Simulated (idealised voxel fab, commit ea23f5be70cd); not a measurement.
process module | voxel self aligned vias
cross-section cut | 225 nm wide | cells 5 nm
A cross-section is a grid of square cells, given in bands from the top down. A band is one or more rows of cells.
Each band's line starts with the height of the band's top and of its bottom, in nm. Then come its materials from left to right, each with its width in nm. One material with "throughout" fills the band from edge to edge. "air" is empty space.
Height 0 is the level under which the wafer as received is all one material. The lowest band goes on downwards, as in "0 down".
A width such as "30 to 40" changes by the same amount from each row of cells to the next, from the band's top row to its bottom row.
"no change" after a step means that no cell of the cross-section changed.
closed voids: empty space of 8 cells or more with no open way to the top, each as width x height at its distance from the left edge, in nm
after a step's settings: what the simulator itself notes on the step
overlay nm, on a step with a mask: how far to the right of its planned place the mask lay; to the left if negative
plan
1 op RECEIVE | material Si
2 op CONFORMAL_DEP | material SiO2 | thk nm 15
3 op CONFORMAL_DEP | material SiCN | thk nm 5
4 op DIRECTIONAL_DEP | material SiO2 | thk nm 20
5 op DIRECTIONAL_DEP | material aC | thk nm 15
6 op PATTERN | tone open | mask id LINES | material resist | width nm 20 | pitch nm 50 | thk nm 35 | overlay nm 0
7 op DIRECTIONAL_ETCH | etch materials aC | depth nm 15
8 op STRIP | etch materials resist
9 op DIRECTIONAL_ETCH | etch materials SiO2 | depth nm 20
10 op STRIP | etch materials aC
11 op CONFORMAL_DEP | material TiN | thk nm 5
12 op FILL_DEP | material W | thk nm 5
13 op CMP | height nm 40
14 op SELECTIVE_ETCH | etch materials W Ru TiN | depth nm 5
15 op FILL_DEP | material SiN | thk nm 5
16 op CMP | height nm 40
17 op DIRECTIONAL_DEP | material SiO2 | thk nm 15
18 op DIRECTIONAL_DEP | material aC | thk nm 15
19 op PATTERN | tone open | mask id VIAS | material resist | width nm 30 | pitch nm 50 | thk nm 30 | overlay nm 0
20 op DIRECTIONAL_ETCH | etch materials aC | depth nm 15
21 op STRIP | etch materials resist
22 op DIRECTIONAL_ETCH | etch materials SiO2 | depth nm 15
23 op DIRECTIONAL_ETCH | etch materials SiN | depth nm 5
24 op STRIP | etch materials aC
25 op CONFORMAL_DEP | material TiN | thk nm 5
26 op FILL_DEP | material Cu | thk nm 10
27 op CMP | height nm 55
28 op CONFORMAL_DEP | material SiCN | thk nm 5
first wafer, as planned
as received, after step 1
  0 down: Si throughout
  closed voids: none
after step 2
  15 to 0: SiO2 throughout
  below 0: unchanged
after step 3
  20 to 15: SiCN throughout
  below 15: unchanged
after step 4
  40 to 20: SiO2 throughout
  below 20: unchanged
after step 5
  55 to 40: aC throughout
  below 40: unchanged
after step 6
  90 to 55: resist 75 | air 20 | resist 30 | air 20 | resist 80
  below 55: unchanged
after step 7
  75 to 55: resist 75 | air 20 | resist 30 | air 20 | resist 80
  55 to 40: aC 75 | air 20 | aC 30 | air 20 | aC 80
  below 40: unchanged
after step 8
  55 to 40: aC 75 | air 20 | aC 30 | air 20 | aC 80
  below 40: unchanged
after step 9
  55 to 40: aC 75 | air 20 | aC 30 | air 20 | aC 80
  40 to 20: SiO2 75 | air 20 | SiO2 30 | air 20 | SiO2 80
  below 20: unchanged
after step 10
  40 to 20: SiO2 75 | air 20 | SiO2 30 | air 20 | SiO2 80
  below 20: unchanged
after step 11
  45 to 40: TiN 80 | air 10 | TiN 40 | air 10 | TiN 85
  40 to 25: SiO2 75 | TiN 5 | air 10 | TiN 5 | SiO2 30 | TiN 5 | air 10 | TiN 5 | SiO2 80
  25 to 20: SiO2 75 | TiN 20 | SiO2 30 | TiN 20 | SiO2 80
  below 20: unchanged
after step 12
  50 to 45: W throughout
  45 to 40: TiN 80 | W 10 | TiN 40 | W 10 | TiN 85
  40 to 25: SiO2 75 | TiN 5 | W 10 | TiN 5 | SiO2 30 | TiN 5 | W 10 | TiN 5 | SiO2 80
  below 25: unchanged
after step 13
  40 to 25: SiO2 75 | TiN 5 | W 10 | TiN 5 | SiO2 30 | TiN 5 | W 10 | TiN 5 | SiO2 80
  below 25: unchanged
after step 14
  40 to 35: SiO2 75 | air 20 | SiO2 30 | air 20 | SiO2 80
  below 35: unchanged
after step 15
  45 to 40: SiN throughout
  40 to 35: SiO2 75 | SiN 20 | SiO2 30 | SiN 20 | SiO2 80
  below 35: unchanged
after step 16
  40 to 35: SiO2 75 | SiN 20 | SiO2 30 | SiN 20 | SiO2 80
  below 35: unchanged
after step 17
  55 to 40: SiO2 throughout
  below 40: unchanged
after step 18
  70 to 55: aC throughout
  below 55: unchanged
after step 19
  100 to 70: resist 70 | air 30 | resist 20 | air 30 | resist 75
  below 70: unchanged
after step 20
  85 to 70: resist 70 | air 30 | resist 20 | air 30 | resist 75
  70 to 55: aC 70 | air 30 | aC 20 | air 30 | aC 75
  below 55: unchanged
after step 21
  70 to 55: aC 70 | air 30 | aC 20 | air 30 | aC 75
  below 55: unchanged
after step 22
  70 to 55: aC 70 | air 30 | aC 20 | air 30 | aC 75
  55 to 40: SiO2 70 | air 30 | SiO2 20 | air 30 | SiO2 75
  below 40: unchanged
after step 23
  70 to 55: aC 70 | air 30 | aC 20 | air 30 | aC 75
  55 to 40: SiO2 70 | air 30 | SiO2 20 | air 30 | SiO2 75
  40 to 35: SiO2 75 | air 20 | SiO2 30 | air 20 | SiO2 80
  below 35: unchanged
after step 24
  55 to 40: SiO2 70 | air 30 | SiO2 20 | air 30 | SiO2 75
  below 40: unchanged
after step 25
  60 to 55: TiN 75 | air 20 | TiN 30 | air 20 | TiN 80
  55 to 45: SiO2 70 | TiN 5 | air 20 | TiN 5 | SiO2 20 | TiN 5 | air 20 | TiN 5 | SiO2 75
  45 to 40: SiO2 70 | TiN 10 | air 10 | TiN 10 | SiO2 20 | TiN 10 | air 10 | TiN 10 | SiO2 75
  40 to 35: SiO2 75 | TiN 20 | SiO2 30 | TiN 20 | SiO2 80
  below 35: unchanged
after step 26
  70 to 60: Cu throughout
  60 to 55: TiN 75 | Cu 20 | TiN 30 | Cu 20 | TiN 80
  55 to 45: SiO2 70 | TiN 5 | Cu 20 | TiN 5 | SiO2 20 | TiN 5 | Cu 20 | TiN 5 | SiO2 75
  45 to 40: SiO2 70 | TiN 10 | Cu 10 | TiN 10 | SiO2 20 | TiN 10 | Cu 10 | TiN 10 | SiO2 75
  below 40: unchanged
after step 27
  55 to 45: SiO2 70 | TiN 5 | Cu 20 | TiN 5 | SiO2 20 | TiN 5 | Cu 20 | TiN 5 | SiO2 75
  below 45: unchanged
after step 28
  60 to 55: SiCN throughout
  below 55: unchanged
second wafer: like start, like plan, one mistake. Through step 18 it matches the first wafer
when step 19 should have ended
  100 to 70: resist 70 | air 35 | resist 15 | air 35 | resist 70
  below 70: unchanged
when step 20 should have ended
  85 to 70: resist 70 | air 35 | resist 15 | air 35 | resist 70
  70 to 55: aC 70 | air 35 | aC 15 | air 35 | aC 70
  below 55: unchanged
when step 21 should have ended
  70 to 55: aC 70 | air 35 | aC 15 | air 35 | aC 70
  below 55: unchanged
when step 22 should have ended
  70 to 55: aC 70 | air 35 | aC 15 | air 35 | aC 70
  55 to 40: SiO2 70 | air 35 | SiO2 15 | air 35 | SiO2 70
  below 40: unchanged
when step 23 should have ended
  70 to 55: aC 70 | air 35 | aC 15 | air 35 | aC 70
  55 to 40: SiO2 70 | air 35 | SiO2 15 | air 35 | SiO2 70
  40 to 35: SiO2 75 | air 20 | SiO2 30 | air 20 | SiO2 80
  below 35: unchanged
when step 24 should have ended
  55 to 40: SiO2 70 | air 35 | SiO2 15 | air 35 | SiO2 70
  below 40: unchanged
when step 25 should have ended
  60 to 55: TiN 75 | air 25 | TiN 25 | air 25 | TiN 75
  55 to 45: SiO2 70 | TiN 5 | air 25 | TiN 5 | SiO2 15 | TiN 5 | air 25 | TiN 5 | SiO2 70
  45 to 40: SiO2 70 | TiN 10 | air 10 | TiN 15 | SiO2 15 | TiN 10 | air 10 | TiN 15 | SiO2 70
  40 to 35: SiO2 75 | TiN 20 | SiO2 30 | TiN 20 | SiO2 80
  below 35: unchanged
when step 26 should have ended
  70 to 60: Cu throughout
  60 to 55: TiN 75 | Cu 25 | TiN 25 | Cu 25 | TiN 75
  55 to 45: SiO2 70 | TiN 5 | Cu 25 | TiN 5 | SiO2 15 | TiN 5 | Cu 25 | TiN 5 | SiO2 70
  45 to 40: SiO2 70 | TiN 10 | Cu 10 | TiN 15 | SiO2 15 | TiN 10 | Cu 10 | TiN 15 | SiO2 70
  below 40: unchanged
when step 27 should have ended
  55 to 45: SiO2 70 | TiN 5 | Cu 25 | TiN 5 | SiO2 15 | TiN 5 | Cu 25 | TiN 5 | SiO2 70
  below 45: unchanged
when step 28 should have ended
  60 to 55: SiCN throughout
  below 55: unchanged
what went wrong: step 19 ran as: op PATTERN | tone open | mask id VIAS | material resist | width nm 35 | pitch nm 50 | thk nm 30 | overlay nm 0
at the end the second wafer has, in cells: 4 more of Cu | 6 fewer of SiO2 | 2 more of TiN
